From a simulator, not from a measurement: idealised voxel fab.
This section sets out a process module, namely voxel released beams.
cross-section cut | 185 nm wide | cells 5 nm
Square cells in a grid make up a cross-section in this document, and the grid is given as bands, listed from the top down, each one or more rows of cells.
A band entry consists of two parts. The first gives the height of the band's top and the height of its bottom, in nm. The rest lists the band's materials from left to right, each with its width in nm. A single material labelled with the word "all across" fills the band from edge to edge, and the word "blank" marks empty space.
Height 0 is the level under which the wafer as received is all one material. The lowest band goes on downwards, as in "0 -> down".
Note: "30 to 40" means the width goes from the first number (top row of the band) to the second number (bottom row) in equal steps per row of cells.
A step reported as "nothing was modified" is a step in which no cell of the cross-section changed.
Look at "Trapped voids" for the closed voids: empty spaces with no open path to the top, sized 8 cells or up. Each is width x height at distance, distance from the left edge, all nm.
Anything after a step's settings on that line? It's the simulator's own note about the step.
The optional step-line setting "overlay nm" applies to steps with a mask and quantifies how far to the right of its planned location the mask lay, a negative value indicating leftward placement.
Here's what the planned process steps look like:
1: RECEIVE with material Si
2: CONFORMAL_DEP with material SiN, thk nm 5
3: DIRECTIONAL_DEP with material SiO2, thk nm 15
4: MASKED_ETCH with tone open, mask id ANCHOR, width nm 30, etch materials SiO2, depth nm 15, overlay nm 0
5: CONFORMAL_DEP with material TiN, thk nm 10
6: PATTERN with tone cover, mask id BEAM, material resist, width nm 105, thk nm 20, overlay nm -15
7: DIRECTIONAL_ETCH with etch materials TiN, depth nm 10
8: STRIP with etch materials resist
9: STRIP with etch materials SiO2
The wafers are alike at the start. At step 6, their overlay nm differs. The plan lists the first wafer's value.
Cross-sectional view of the first of several wafers in the as-received condition, corresponding to the state following step 1:
- 0 -> down  Si all across
- Trapped voids: none
Below, a row for every wafer. Read it as the end-of-module picture: for each material the wafer shows its cells gained (+) or lost (-) since it was received, and then its closed voids:
overlay nm -15; +37 SiN; +54 TiN; Trapped voids: none
overlay nm -10; +37 SiN; +54 TiN; Trapped voids: none
overlay nm -5; +37 SiN; +54 TiN; Trapped voids: none
overlay nm 0; +37 SiN; +54 TiN; Trapped voids: none
overlay nm 5; +37 SiN; +54 TiN; Trapped voids: none
overlay nm 10; +37 SiN; +54 TiN; Trapped voids: none
overlay nm 15; +37 SiN; +54 TiN; Trapped voids: none
